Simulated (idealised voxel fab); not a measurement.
This section sets out a process module, namely voxel capacitor over wiring.
Cross-section cut: width 160 nm, square cells of 5 nm.
Heads up, the way a cross-section reads in here is a grid of square cells, handed over as bands from the top down, with every band being one or more rows of cells. Heights first: top, then bottom, in nm. Then materials, left to right, each with a width in nm. "everywhere" on a single material: fills the band edge to edge. "air": empty space. Below 0: as-received wafer, all one material; heights counted from there. Lowest band: no bottom, goes on down, written "0 nm and below". Note: "30->40" means the width goes from the first number (top row of the band) to the second number (bottom row) in equal steps per row of cells. Reading "remains unaltered" for a step: not a cell of the cross-section changed in it. Basically, "Sealed void inventory" tells you about the enclosed voids: empty spaces with no open way to the top, 8 cells or bigger, each written width x height at distance, where distance is from the left edge, all in nm. Note: text after step settings on the step line = simulator remark on that step. overlay nm: mask offset rightward from planned place, masked step; negative means leftward offset. Structure of the following material. The material consists of pairs of cross-sections. Each pair comprises the cross-section before one process step and the cross-section after that step, the latter shown only down to the lowest band that changed. The step between the cross-sections is specified beneath each pair, including its settings. Pairs are not necessarily consecutive: they may derive from different runs of this module performed on the same starting wafer. Continuity with the pair above is to be assumed only where the entry headed "Geometry before processing" of the pair in question states it.

Geometry before processing:
	100 nm to 85 nm = SiO2 everywhere
	85 nm to 80 nm = SiO2=35 / TiN=60 / SiO2=65
	80 nm to 75 nm = Ru everywhere
	75 nm to 65 nm = TiN everywhere
	65 nm to 45 nm = lowk=35 / Ru=15 / lowk=110
	45 nm to 40 nm = SiCN=35 / Ru=15 / SiCN=110
	40 nm to 15 nm = SiO2=30 / TiN=5 / Cu=10 / TiN=5 / SiO2=55 / TiN=5 / Cu=10 / TiN=5 / SiO2=35
	15 nm to 10 nm = SiCN=30 / TiN=20 / SiCN=55 / TiN=20 / SiCN=35
	10 nm to 0 nm = SiO2 everywhere
	0 nm and below = Si everywhere
	Sealed void inventory: none

Resulting Structure:
	115 nm to 100 nm = aC everywhere
	Everything below 100 is unchanged.
	Sealed void inventory: none
The step that takes the structure from the upper cross-section to the lower one is DIRECTIONAL_DEP with material aC, thk nm 15

Geometry before processing: after-state, pair directly above.

Resulting Structure:
	145 nm to 115 nm = resist=45 / air=15 / resist=100
	Everything below 115 is unchanged.
	Sealed void inventory: none
The step that takes the structure from the upper cross-section to the lower one is PATTERN with tone open, mask id PLUG_2, material resist, width nm 15, thk nm 30, overlay nm 0

Geometry before processing: after-state, pair directly above.

Resulting Structure:
	130 nm to 115 nm = resist=45 / air=15 / resist=100
	115 nm to 100 nm = aC=45 / air=15 / aC=100
	Everything below 100 is unchanged.
	Sealed void inventory: none
The step that takes the structure from the upper cross-section to the lower one is DIRECTIONAL_ETCH with etch materials aC, depth nm 15

Geometry before processing: after-state, pair directly above.

Resulting Structure:
	115 nm to 100 nm = aC=45 / air=15 / aC=100
	Everything below 100 is unchanged.
	Sealed void inventory: none
The step that takes the structure from the upper cross-section to the lower one is STRIP with etch materials resist

Geometry before processing: after-state, pair directly above.

Resulting Structure:
	115 nm to 100 nm = aC=45 / air=15 / aC=100
	100 nm to 85 nm = SiO2=45 / air=15 / SiO2=100
	Everything below 85 is unchanged.
	Sealed void inventory: none
The step that takes the structure from the upper cross-section to the lower one is DIRECTIONAL_ETCH with etch materials SiO2, depth nm 15

Geometry before processing: after-state, pair directly above.

Resulting Structure:
	100 nm to 85 nm = SiO2=45 / air=15 / SiO2=100
	Everything below 85 is unchanged.
	Sealed void inventory: none
The step that takes the structure from the upper cross-section to the lower one is STRIP with etch materials aC

Geometry before processing: after-state, pair directly above.

Resulting Structure:
	105 nm to 100 nm = TiN=50 / air=5 / TiN=105
	100 nm to 90 nm = SiO2=45 / TiN=5 / air=5 / TiN=5 / SiO2=100
	90 nm to 80 nm = SiO2=45->35 / TiN=15->60 / SiO2=100->65
	Everything below 80 is unchanged.
	Sealed void inventory: none
The step that takes the structure from the upper cross-section to the lower one is CONFORMAL_DEP with material TiN, thk nm 5

Geometry before processing: after-state, pair directly above.

Resulting Structure:
	110 nm to 105 nm = Cu everywhere
	105 nm to 100 nm = TiN=50 / Cu=5 / TiN=105
	100 nm to 90 nm = SiO2=45 / TiN=5 / Cu=5 / TiN=5 / SiO2=100
	Everything below 90 is unchanged.
	Sealed void inventory: none
The step that takes the structure from the upper cross-section to the lower one is FILL_DEP with material Cu, thk nm 5

Geometry before processing: after-state, pair directly above.

Resulting Structure:
	100 nm to 90 nm = SiO2=45 / TiN=5 / Cu=5 / TiN=5 / SiO2=100
	Everything below 90 is unchanged.
	Sealed void inventory: none
The step that takes the structure from the upper cross-section to the lower one is CMP with height nm 100

Geometry before processing: after-state, pair directly above.

Resulting Structure:
	105 nm to 100 nm = SiCN everywhere
	Everything below 100 is unchanged.
	Sealed void inventory: none
The step that takes the structure from the upper cross-section to the lower one is CONFORMAL_DEP with material SiCN, thk nm 5

Geometry before processing:
	40 nm to 15 nm = SiO2 everywhere
	15 nm to 10 nm = SiCN everywhere
	10 nm to 0 nm = SiO2 everywhere
	0 nm and below = Si everywhere
	Sealed void inventory: none

Resulting Structure:
	40 nm to 15 nm = air=30 / SiO2=20 / air=55 / SiO2=20 / air=35
	Everything below 15 is unchanged.
	Sealed void inventory: none
The step that takes the structure from the upper cross-section to the lower one is MASKED_ETCH with tone cover, mask id METAL_1, width nm 20, pitch nm 75, etch materials SiO2, depth nm 25, overlay nm 0

Geometry before processing: after-state, pair directly above.

Resulting Structure:
	45 nm to 40 nm = air=25 / TiN=30 / air=45 / TiN=30 / air=30
	40 nm to 20 nm = air=25 / TiN=5 / SiO2=20 / TiN=5 / air=45 / TiN=5 / SiO2=20 / TiN=5 / air=30
	20 nm to 15 nm = TiN=30 / SiO2=20 / TiN=55 / SiO2=20 / TiN=35
	Everything below 15 is unchanged.
	Sealed void inventory: none
The step that takes the structure from the upper cross-section to the lower one is CONFORMAL_DEP with material TiN, thk nm 5

Geometry before processing: after-state, pair directly above.

Resulting Structure:
	50 nm to 45 nm = Cu everywhere
	45 nm to 40 nm = Cu=25 / TiN=30 / Cu=45 / TiN=30 / Cu=30
	40 nm to 20 nm = Cu=25 / TiN=5 / SiO2=20 / TiN=5 / Cu=45 / TiN=5 / SiO2=20 / TiN=5 / Cu=30
	Everything below 20 is unchanged.
	Sealed void inventory: none
The step that takes the structure from the upper cross-section to the lower one is FILL_DEP with material Cu, thk nm 5

Geometry before processing: after-state, pair directly above.

Resulting Structure:
	40 nm to 20 nm = Cu=25 / TiN=5 / SiO2=20 / TiN=5 / Cu=45 / TiN=5 / SiO2=20 / TiN=5 / Cu=30
	Everything below 20 is unchanged.
	Sealed void inventory: none
The step that takes the structure from the upper cross-section to the lower one is CMP with height nm 40

Geometry before processing: after-state, pair directly above.

Resulting Structure:
	45 nm to 40 nm = SiCN everywhere
	Everything below 40 is unchanged.
	Sealed void inventory: none
The step that takes the structure from the upper cross-section to the lower one is CONFORMAL_DEP with material SiCN, thk nm 5

Geometry before processing: after-state, pair directly above.

Resulting Structure:
	65 nm to 45 nm = lowk everywhere
	Everything below 45 is unchanged.
	Sealed void inventory: none
The step that takes the structure from the upper cross-section to the lower one is DIRECTIONAL_DEP with material lowk, thk nm 20

Geometry before processing: after-state, pair directly above.

Resulting Structure:
	80 nm to 65 nm = aC everywhere
	Everything below 65 is unchanged.
	Sealed void inventory: none
The step that takes the structure from the upper cross-section to the lower one is DIRECTIONAL_DEP with material aC, thk nm 15

Geometry before processing: after-state, pair directly above.

Resulting Structure:
	115 nm to 80 nm = resist=35 / air=15 / resist=110
	Everything below 80 is unchanged.
	Sealed void inventory: none
The step that takes the structure from the upper cross-section to the lower one is PATTERN with tone open, mask id PLUG_1, material resist, width nm 15, thk nm 35, overlay nm 0

Geometry before processing: after-state, pair directly above.

Resulting Structure:
	100 nm to 80 nm = resist=35 / air=15 / resist=110
	80 nm to 65 nm = aC=35 / air=15 / aC=110
	Everything below 65 is unchanged.
	Sealed void inventory: none
The step that takes the structure from the upper cross-section to the lower one is DIRECTIONAL_ETCH with etch materials aC, depth nm 15

Geometry before processing: after-state, pair directly above.

Resulting Structure:
	80 nm to 65 nm = aC=35 / air=15 / aC=110
	Everything below 65 is unchanged.
	Sealed void inventory: none
The step that takes the structure from the upper cross-section to the lower one is STRIP with etch materials resist

Geometry before processing: after-state, pair directly above.

Resulting Structure:
	80 nm to 65 nm = aC=35 / air=15 / aC=110
	65 nm to 45 nm = lowk=35 / air=15 / lowk=110
	Everything below 45 is unchanged.
	Sealed void inventory: none
The step that takes the structure from the upper cross-section to the lower one is DIRECTIONAL_ETCH with etch materials lowk, depth nm 20

Geometry before processing: after-state, pair directly above.

Resulting Structure:
	80 nm to 65 nm = aC=35 / air=15 / aC=110
	65 nm to 45 nm = lowk=35 / air=15 / lowk=110
	45 nm to 40 nm = SiCN=35 / air=15 / SiCN=110
	Everything below 40 is unchanged.
	Sealed void inventory: none
The step that takes the structure from the upper cross-section to the lower one is DIRECTIONAL_ETCH with etch materials SiCN, depth nm 5

Geometry before processing: after-state, pair directly above.

Resulting Structure:
	65 nm to 45 nm = lowk=35 / air=15 / lowk=110
	Everything below 45 is unchanged.
	Sealed void inventory: none
The step that takes the structure from the upper cross-section to the lower one is STRIP with etch materials aC

Geometry before processing: after-state, pair directly above.

Resulting Structure:
	75 nm to 65 nm = TiN=35 / air=15 / TiN=110
	65 nm to 50 nm = lowk=35 / air=15 / lowk=110
	50 nm to 45 nm = lowk=35 / TiN=15 / lowk=110
	45 nm to 40 nm = SiCN=35 / TiN=15 / SiCN=110
	Everything below 40 is unchanged.
	Sealed void inventory: none
The step that takes the structure from the upper cross-section to the lower one is DIRECTIONAL_DEP with material TiN, thk nm 10

Geometry before processing: after-state, pair directly above.

Resulting Structure:
	80 nm to 75 nm = Al2O3=35 / air=15 / Al2O3=110
	75 nm to 65 nm = TiN=35 / air=15 / TiN=110
	65 nm to 55 nm = lowk=35 / air=15 / lowk=110
	55 nm to 50 nm = lowk=35 / Al2O3=15 / lowk=110
	Everything below 50 is unchanged.
	Sealed void inventory: none
The step that takes the structure from the upper cross-section to the lower one is DIRECTIONAL_DEP with material Al2O3, thk nm 5

Geometry before processing: after-state, pair directly above.

Resulting Structure:
	85 nm to 80 nm = TiN=35 / air=15 / TiN=110
	80 nm to 75 nm = Al2O3=35 / air=15 / Al2O3=110
	75 nm to 65 nm = TiN=35 / air=15 / TiN=110
	65 nm to 60 nm = lowk=35 / air=15 / lowk=110
	60 nm to 55 nm = lowk=35 / TiN=15 / lowk=110
	Everything below 55 is unchanged.
	Sealed void inventory: none
The step that takes the structure from the upper cross-section to the lower one is DIRECTIONAL_DEP with material TiN, thk nm 5

Geometry before processing: after-state, pair directly above.

Resulting Structure:
	100 nm to 85 nm = air=35 / resist=60 / air=65
	85 nm to 80 nm = TiN=35 / resist=15 / TiN=110
	80 nm to 75 nm = Al2O3=35 / resist=15 / Al2O3=110
	75 nm to 65 nm = TiN=35 / resist=15 / TiN=110
	65 nm to 60 nm = lowk=35 / resist=15 / lowk=110
	Everything below 60 is unchanged.
	Sealed void inventory: none
The step that takes the structure from the upper cross-section to the lower one is PATTERN with tone cover, mask id UPPER_PLATE, material resist, width nm 60, thk nm 15, overlay nm 0

Geometry before processing: after-state, pair directly above.

Resulting Structure:
	100 nm to 85 nm = air=35 / resist=60 / air=65
	85 nm to 80 nm = air=35 / resist=15 / TiN=45 / air=65
	Everything below 80 is unchanged.
	Sealed void inventory: none
The step that takes the structure from the upper cross-section to the lower one is DIRECTIONAL_ETCH with etch materials TiN, depth nm 5

Geometry before processing: after-state, pair directly above.

Resulting Structure:
	100 nm to 85 nm = air=35 / resist=60 / air=65
	85 nm to 80 nm = air=35 / resist=15 / TiN=45 / air=65
	80 nm to 75 nm = air=35 / resist=15 / Al2O3=45 / air=65
	Everything below 75 is unchanged.
	Sealed void inventory: none
The step that takes the structure from the upper cross-section to the lower one is DIRECTIONAL_ETCH with etch materials Al2O3, depth nm 5

Geometry before processing: after-state, pair directly above.

Resulting Structure:
	85 nm to 80 nm = air=50 / TiN=45 / air=65
	80 nm to 75 nm = air=50 / Al2O3=45 / air=65
	75 nm to 65 nm = TiN=35 / air=15 / TiN=110
	65 nm to 60 nm = lowk=35 / air=15 / lowk=110
	Everything below 60 is unchanged.
	Sealed void inventory: none
The step that takes the structure from the upper cross-section to the lower one is STRIP with etch materials resist

Geometry before processing: after-state, pair directly above.

Resulting Structure:
	100 nm to 85 nm = air=30 / resist=70 / air=60
	85 nm to 80 nm = air=30 / resist=20 / TiN=45 / resist=5 / air=60
	80 nm to 75 nm = air=30 / resist=20 / Al2O3=45 / resist=5 / air=60
	75 nm to 65 nm = TiN=35 / resist=15 / TiN=110
	65 nm to 60 nm = lowk=35 / resist=15 / lowk=110
	Everything below 60 is unchanged.
	Sealed void inventory: none
The step that takes the structure from the upper cross-section to the lower one is PATTERN with tone cover, mask id LOWER_PLATE, material resist, width nm 70, thk nm 15, overlay nm 0

Geometry before processing: after-state, pair directly above.

Resulting Structure:
	100 nm to 85 nm = air=30 / resist=70 / air=60
	85 nm to 80 nm = air=30 / resist=20 / TiN=45 / resist=5 / air=60
	80 nm to 75 nm = air=30 / resist=20 / Al2O3=45 / resist=5 / air=60
	75 nm to 65 nm = air=30 / TiN=5 / resist=15 / TiN=50 / air=60
	Everything below 65 is unchanged.
	Sealed void inventory: none
The step that takes the structure from the upper cross-section to the lower one is DIRECTIONAL_ETCH with etch materials TiN, depth nm 10

Geometry before processing: after-state, pair directly above.

Resulting Structure:
	85 nm to 80 nm = air=50 / TiN=45 / air=65
	80 nm to 75 nm = air=50 / Al2O3=45 / air=65
	75 nm to 65 nm = air=30 / TiN=5 / air=15 / TiN=50 / air=60
	65 nm to 60 nm = lowk=35 / air=15 / lowk=110
	Everything below 60 is unchanged.
	Sealed void inventory: none
The step that takes the structure from the upper cross-section to the lower one is STRIP with etch materials resist

Geometry before processing: after-state, pair directly above.

Resulting Structure:
	105 nm to 85 nm = SiO2 everywhere
	85 nm to 80 nm = SiO2=50 / TiN=45 / SiO2=65
	80 nm to 75 nm = SiO2=50 / Al2O3=45 / SiO2=65
	75 nm to 65 nm = SiO2=30 / TiN=5 / SiO2=15 / TiN=50 / SiO2=60
	65 nm to 60 nm = lowk=35 / SiO2=15 / lowk=110
	Everything below 60 is unchanged.
	Sealed void inventory: none
The step that takes the structure from the upper cross-section to the lower one is FILL_DEP with material SiO2, thk nm 20

Geometry before processing: after-state, pair directly above.

Resulting Structure:
	100 nm to 85 nm = SiO2 everywhere
	Everything below 85 is unchanged.
	Sealed void inventory: none
The step that takes the structure from the upper cross-section to the lower one is CMP with height nm 100

Geometry before processing: after-state, pair directly above.

Resulting Structure:
	115 nm to 100 nm = aC everywhere
	Everything below 100 is unchanged.
	Sealed void inventory: none
The step that takes the structure from the upper cross-section to the lower one is DIRECTIONAL_DEP with material aC, thk nm 15

Geometry before processing: after-state, pair directly above.

Resulting Structure:
	145 nm to 115 nm = resist=45 / air=15 / resist=100
	Everything below 115 is unchanged.
	Sealed void inventory: none
The step that takes the structure from the upper cross-section to the lower one is PATTERN with tone open, mask id PLUG_2, material resist, width nm 15, thk nm 30, overlay nm 0

Geometry before processing: after-state, pair directly above.

Resulting Structure:
	130 nm to 115 nm = resist=45 / air=15 / resist=100
	115 nm to 100 nm = aC=45 / air=15 / aC=100
	Everything below 100 is unchanged.
	Sealed void inventory: none
The step that takes the structure from the upper cross-section to the lower one is DIRECTIONAL_ETCH with etch materials aC, depth nm 15

Geometry before processing: after-state, pair directly above.

Resulting Structure:
	115 nm to 100 nm = aC=45 / air=15 / aC=100
	Everything below 100 is unchanged.
	Sealed void inventory: none
The step that takes the structure from the upper cross-section to the lower one is STRIP with etch materials resist

Geometry before processing: after-state, pair directly above.

Resulting Structure:
	115 nm to 100 nm = aC=45 / air=15 / aC=100
	100 nm to 85 nm = SiO2=45 / air=15 / SiO2=100
	Everything below 85 is unchanged.
	Sealed void inventory: none
The step that takes the structure from the upper cross-section to the lower one is DIRECTIONAL_ETCH with etch materials SiO2, depth nm 15

Geometry before processing: after-state, pair directly above.

Resulting Structure:
	100 nm to 85 nm = SiO2=45 / air=15 / SiO2=100
	Everything below 85 is unchanged.
	Sealed void inventory: none
The step that takes the structure from the upper cross-section to the lower one is STRIP with etch materials aC

Geometry before processing: after-state, pair directly above.

Resulting Structure:
	105 nm to 100 nm = TiN=50 / air=5 / TiN=105
	100 nm to 90 nm = SiO2=45 / TiN=5 / air=5 / TiN=5 / SiO2=100
	90 nm to 80 nm = SiO2=45->50 / TiN=15->45 / SiO2=100->65
	Everything below 80 is unchanged.
	Sealed void inventory: none
The step that takes the structure from the upper cross-section to the lower one is CONFORMAL_DEP with material TiN, thk nm 5

Geometry before processing: after-state, pair directly above.

Resulting Structure:
	110 nm to 105 nm = Cu everywhere
	105 nm to 100 nm = TiN=50 / Cu=5 / TiN=105
	100 nm to 90 nm = SiO2=45 / TiN=5 / Cu=5 / TiN=5 / SiO2=100
	Everything below 90 is unchanged.
	Sealed void inventory: none
The step that takes the structure from the upper cross-section to the lower one is FILL_DEP with material Cu, thk nm 5

Geometry before processing: after-state, pair directly above.

Resulting Structure:
	100 nm to 90 nm = SiO2=45 / TiN=5 / Cu=5 / TiN=5 / SiO2=100
	Everything below 90 is unchanged.
	Sealed void inventory: none
The step that takes the structure from the upper cross-section to the lower one is CMP with height nm 100

Geometry before processing: after-state, pair directly above.

Resulting Structure:
	105 nm to 100 nm = SiCN everywhere
	Everything below 100 is unchanged.
	Sealed void inventory: none
The step that takes the structure from the upper cross-section to the lower one is CONFORMAL_DEP with material SiCN, thk nm 5
